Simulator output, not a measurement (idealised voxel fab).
A process module follows: voxel capacitor over wiring.
Shown is cross-section cut, with a width of 140 nm and square cells of size 5 nm.
Notation: cross-section as square-cell grid; stated in bands, top first, going down; one or more cell rows per band. For a band, the entry starts with two heights in nm, that of the top and then that of the bottom, and carries on with the band's materials in order from left to right, each alongside its width in nm; the word "edge to edge" beside a single material means it fills the band edge to edge, and "air" means empty space. Convention: height 0 is the level below which the wafer, as received, is all one material. The lowest band does not terminate at the bottom but continues downward, represented as "z 0 and below". It should be noted that a width expressed as "30->40" varies in equal increments from row to row of cells within the band, taking the value of the first number at the top row and that of the second number at the bottom row. Step note "no modification" = no cross-section cell changed. The entry titled "Closed cavities" provides the empty spaces that have no open way to the top, restricted to those of 8 cells or more. Each is presented as width x height at distance, the distance being measured from the left edge, with all three in nm. On each step's line, the part that comes after the settings is the simulator's own comment on the step. overlay nm, on a step with a mask: how far to the right of its planned place the mask lay; to the left if negative.

-- Process steps (planned)
| 1 | RECEIVE with material Si |
| 2 | CONFORMAL_DEP with material SiO2, thk nm 10 |
| 3 | DIRECTIONAL_DEP with material TiN, thk nm 5 |
| 4 | DIRECTIONAL_DEP with material Ru, thk nm 25 |
| 5 | MASKED_ETCH with tone cover, mask id METAL_1, width nm 25, pitch nm 80, etch materials Ru, depth nm 25, overlay nm 0 |
| 6 | MASKED_ETCH with tone cover, mask id METAL_1, width nm 25, pitch nm 80, etch materials TiN, depth nm 5, overlay nm 0 |
| 7 | CONFORMAL_DEP with material SiN, thk nm 5 |
| 8 | FILL_DEP with material SiO2, thk nm 5 |
| 9 | CMP with height nm 40 |
| 10 | CONFORMAL_DEP with material SiCN, thk nm 5 |
| 11 | DIRECTIONAL_DEP with material lowk, thk nm 15 |
| 12 | DIRECTIONAL_DEP with material aC, thk nm 10 |
| 13 | PATTERN with tone open, mask id PLUG_1, material resist, width nm 15, thk nm 25, overlay nm 0 |
| 14 | DIRECTIONAL_ETCH with etch materials aC, depth nm 10 |
| 15 | STRIP with etch materials resist |
| 16 | DIRECTIONAL_ETCH with etch materials lowk, depth nm 15 |
| 17 | DIRECTIONAL_ETCH with etch materials SiCN, depth nm 5 |
| 18 | STRIP with etch materials aC |
| 19 | CONFORMAL_DEP with material TiN, thk nm 5 |
| 20 | FILL_DEP with material Ru, thk nm 5 |
| 21 | CMP with height nm 60 |
| 22 | DIRECTIONAL_DEP with material TiN, thk nm 5 |
| 23 | DIRECTIONAL_DEP with material Al2O3, thk nm 5 |
| 24 | DIRECTIONAL_DEP with material TiN, thk nm 10 |
| 25 | MASKED_ETCH with tone cover, mask id UPPER_PLATE, width nm 60, etch materials TiN, depth nm 10, overlay nm 0 |
| 26 | MASKED_ETCH with tone cover, mask id UPPER_PLATE, width nm 60, etch materials Al2O3, depth nm 5, overlay nm 0 |
| 27 | DIRECTIONAL_DEP with material aC, thk nm 10 |
| 28 | PATTERN with tone cover, mask id LOWER_PLATE, material resist, width nm 70, thk nm 30, overlay nm 0 |
| 29 | DIRECTIONAL_ETCH with etch materials aC, depth nm 10 |
| 30 | STRIP with etch materials resist |
| 31 | DIRECTIONAL_ETCH with etch materials TiN, depth nm 5 |
| 32 | STRIP with etch materials aC |
| 33 | FILL_DEP with material SiO2, thk nm 20 |
| 34 | CMP with height nm 95 |
| 35 | PATTERN with tone open, mask id PLUG_2, material resist, width nm 15, thk nm 15, overlay nm 0 |
| 36 | DIRECTIONAL_ETCH with etch materials SiO2, depth nm 15 |
| 37 | STRIP with etch materials resist |
| 38 | CONFORMAL_DEP with material TiN, thk nm 5 |
| 39 | FILL_DEP with material Ru, thk nm 5 |
| 40 | CMP with height nm 95 |
| 41 | CONFORMAL_DEP with material SiN, thk nm 5 |

-- Shown in cross-section is the wafer as received, that is, as it stands after step 1
- z 0 and below = Si edge to edge
- Closed cavities: none

-- Cross-section taken at module completion on the first of two wafers; processed per the plan
- z 100 to 95 = SiN edge to edge
- z 95 to 85 = 35 SiO2 | 5 TiN | 5 Ru | 5 TiN | 90 SiO2
- z 85 to 80 = 35 SiO2 | 15 TiN | 90 SiO2
- z 80 to 70 = 25 SiO2 | 60 TiN | 55 SiO2
- z 70 to 65 = 25 SiO2 | 60 Al2O3 | 55 SiO2
- z 65 to 60 = 20 SiO2 | 70 TiN | 50 SiO2
- z 60 to 45 = 25 lowk | 5 TiN | 5 Ru | 5 TiN | 100 lowk
- z 45 to 40 = 25 SiCN | 15 TiN | 100 SiCN
- z 40 to 15 = 10 SiO2 | 5 SiN | 25 Ru | 5 SiN | 45 SiO2 | 5 SiN | 25 Ru | 5 SiN | 15 SiO2
- z 15 to 10 = 15 SiN | 25 TiN | 55 SiN | 25 TiN | 20 SiN
- z 10 to 0 = SiO2 edge to edge
- z 0 and below = Si edge to edge
- Closed cavities: none

-- Second wafer cross-section at end of module - shared start and plan with the first, one mistake in the run
- z 100 to 95 = SiN edge to edge
- z 95 to 85 = 35 SiO2 | 5 TiN | 5 Ru | 5 TiN | 90 SiO2
- z 85 to 75 = 35->25 SiO2 | 15->60 TiN | 90->55 SiO2
- z 75 to 70 = 20 SiO2 | 70 TiN | 50 SiO2
- z 70 to 65 = Al2O3 edge to edge
- z 65 to 60 = TiN edge to edge
- z 60 to 45 = 25 lowk | 5 TiN | 5 Ru | 5 TiN | 100 lowk
- z 45 to 40 = 25 SiCN | 15 TiN | 100 SiCN
- z 40 to 15 = 10 SiO2 | 5 SiN | 25 Ru | 5 SiN | 45 SiO2 | 5 SiN | 25 Ru | 5 SiN | 15 SiO2
- z 15 to 10 = 15 SiN | 25 TiN | 55 SiN | 25 TiN | 20 SiN
- z 10 to 0 = SiO2 edge to edge
- z 0 and below = Si edge to edge
- Closed cavities: none
Diagnosis: in deviation from the planned setting, step 25 was conducted as MASKED_ETCH with tone cover, mask id UPPER_PLATE, width nm 60, etch materials TiN, depth nm 5, overlay nm 0
Wrapping up, a cell-based count of both wafers puts the second over or under the first for these materials: Al2O3 +16 | SiO2 -32 | TiN +16
